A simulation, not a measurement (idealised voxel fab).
The following process module bears the name voxel double patterning.
In the cross-section labelled cut, the width is 260 nm and each square cell is 5 nm.
Cross-section spec: square-cell grid; bands listed top down; each band is one or more rows.
Quick guide to a band line: top height, bottom height (nm) up front; then every material left to right with its width in nm. Only one material and it's marked "all across"? Then it fills the band edge to edge. And "empty" just means empty space.
For the purposes of this specification, 0 denotes the height below which the wafer in its as-received condition is composed wholly of one material, and the lowermost band, lacking a lower limit, extends downward without end, as expressed in "z 0 and below".
A two-number width, for instance "30->40", indicates that the width is equal to the first number in the top row of the band and to the second number in the bottom row, and that it changes by a constant amount per row of cells.
Basically "nothing changed" means that step didn't change any cell in the cross-section.
Listed in "Closed internal cavities": every empty space of 8 or more cells without an open way to the top. Form: width x height at distance, the distance being from the left edge, all in nm.
Step line, after settings: the simulator's comment on this step.
If you see "overlay nm" on a step's line and that step has a mask, it's telling you how far right of where it was planned the mask ended up; a negative number means it went left instead.
-- Steps in the process plan
| 1 | RECEIVE: material Si |
| 2 | CONFORMAL_DEP: material SiO2, thk nm 5 |
| 3 | DIRECTIONAL_DEP: material polySi, thk nm 20 |
| 4 | DIRECTIONAL_DEP: material SiN, thk nm 5 |
| 5 | PATTERN: tone open, mask id FIRST, material resist, width nm 15, pitch nm 50, thk nm 20, overlay nm 0 |
| 6 | DIRECTIONAL_ETCH: etch materials SiN, depth nm 5 |
| 7 | STRIP: etch materials resist |
| 8 | MASKED_ETCH: tone open, mask id SECOND, width nm 15, pitch nm 50, etch materials SiN, depth nm 5, overlay nm 0 |
| 9 | DIRECTIONAL_ETCH: etch materials polySi, depth nm 20 |
| 10 | STRIP: etch materials SiN |
-- This is the cross-section of the wafer as we received it, i.e. after step 1
* z 0 and below | Si all across
* Closed internal cavities: none
-- Here's the wafer cut in cross-section after the module, started and planned just like above, except one thing was done wrong in the run
* z 10 to 5 | polySi all across
* z 5 to 0 | SiO2 all across
* z 0 and below | Si all across
* Closed internal cavities: none
Processing error: so step 4 ended up running with a different setting than we planned, it ran as DIRECTIONAL_DEP: material polySi, thk nm 5
